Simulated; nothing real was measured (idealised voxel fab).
A process module follows: voxel spacer lines.
The cross-section on display is named cut; it measures 175 nm wide, and its cells are 5 nm squares.
Heads up, the way a cross-section reads in here is a grid of square cells, handed over as bands from the top down, with every band being one or more rows of cells. Band: top and bottom heights (nm) first, top before bottom; then materials from left to right, widths in nm. "edge to edge" marks a sole material filling the band edge to edge. "air" denotes empty space. The reference from which all heights are counted is 0, the level beneath which the as-received wafer is entirely one material; the lowest band, having no lower bound, proceeds downward and is written after the example "from 0 down". Width "30->40": first value at the band's top row of cells, second value at its bottom row, equal change from row to row. The designation "left unchanged", where it is given for a processing step, indicates that no cell of the cross-section was altered in the course of that step. "Closed void list" means: voids of 8 cells or more that are shut off from the top with no open way through. Written width x height at distance, distance from the left edge, in nm. Where a step's line continues beyond its settings, the continuation is a remark by the simulator itself on that step. "overlay nm", when on a step's line for a step with a mask, measures how far to the right of its planned place the mask lay; a negative measure means to the left.
Below is the list of planned process steps:
step 1: op RECEIVE | material Si
step 2: op CONFORMAL_DEP | material Al2O3 | thk nm 5
step 3: op DIRECTIONAL_DEP | material SiN | thk nm 10
step 4: op DIRECTIONAL_DEP | material polySi | thk nm 30
step 5: op PATTERN | tone cover | mask id MANDREL | material resist | width nm 15 | pitch nm 50 | thk nm 35 | overlay nm -15
step 6: op DIRECTIONAL_ETCH | etch materials polySi | depth nm 30
step 7: op STRIP | etch materials resist
step 8: op CONFORMAL_DEP | material SiO2 | thk nm 10
step 9: op DIRECTIONAL_ETCH | etch materials SiO2 | depth nm 10
step 10: op STRIP | etch materials polySi
step 11: op DIRECTIONAL_ETCH | etch materials SiN | depth nm 10
step 12: op STRIP | etch materials SiO2
step 13: op FILL_DEP | material SiO2 | thk nm 5
step 14: op CMP | height nm 15
The plan's step 5 overlay nm is the first wafer's value; the wafers differ in this setting and start identical.
First wafer as received, after step 1:
> from 0 down | Si edge to edge
> Closed void list: none
Quick key for the table: a row per wafer, taken at the end of the module. For each material it tells you how many cells the wafer gained (+) or lost (-) since it came in, and the closed voids come after:
overlay nm -15 | +35 Al2O3 | +16 SiN | +54 SiO2 | Closed void list: none
overlay nm -10 | +35 Al2O3 | +16 SiN | +54 SiO2 | Closed void list: none
overlay nm -5 | +35 Al2O3 | +16 SiN | +54 SiO2 | Closed void list: none
overlay nm 0 | +35 Al2O3 | +16 SiN | +54 SiO2 | Closed void list: none
overlay nm 5 | +35 Al2O3 | +16 SiN | +54 SiO2 | Closed void list: none
overlay nm 10 | +35 Al2O3 | +16 SiN | +54 SiO2 | Closed void list: none
overlay nm 15 | +35 Al2O3 | +16 SiN | +54 SiO2 | Closed void list: none
